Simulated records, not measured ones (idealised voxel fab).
process module | voxel local oxidation
cross-section cut | 145 nm wide | cells 5 nm
A cross-section is a grid of square cells, given in bands from the top down. A band is one or more rows of cells.
Each band's line starts with the height of the band's top and of its bottom, in nm. Then come its materials from left to right, each with its width in nm. One material with "throughout" fills the band from edge to edge. "air" is empty space.
Height 0 is the level under which the wafer as received is all one material. The lowest band goes on downwards, as in "0 down".
A width such as "30 to 40" changes by the same amount from each row of cells to the next, from the band's top row to its bottom row.
"no change" after a step means that no cell of the cross-section changed.
closed voids: empty space of 8 cells or more with no open way to the top, each as width x height at its distance from the left edge, in nm
after a step's settings: what the simulator itself notes on the step
overlay nm, on a step with a mask: how far to the right of its planned place the mask lay; to the left if negative
plan
1 op RECEIVE | material Si
2 op OXIDIZE | depth nm 5
3 op CONFORMAL_DEP | material SiN | thk nm 10
4 op MASKED_ETCH | tone cover | mask id ACTIVE | width nm 110 | etch materials SiN | depth nm 10 | overlay nm 0
5 op SELECTIVE_ETCH | etch materials SiO2 | depth nm 5
6 op OXIDIZE | depth nm 15
7 op STRIP | etch materials SiN
varied across the wafers: depth nm of step 2. The plan shows the first wafer's value. All wafers start alike
first wafer as received, after step 1
  0 down: Si throughout
  closed voids: none
each wafer at the end: cells of each material gained (+) or lost (-) since it was received, then its closed voids
depth nm 5 | -74 Si | +65 SiO2 | closed voids: none
depth nm 10 | -58 Si | +49 SiO2 | closed voids: none
depth nm 15 | -87 Si | +78 SiO2 | closed voids: none
depth nm 20 | -116 Si | +107 SiO2 | closed voids: none
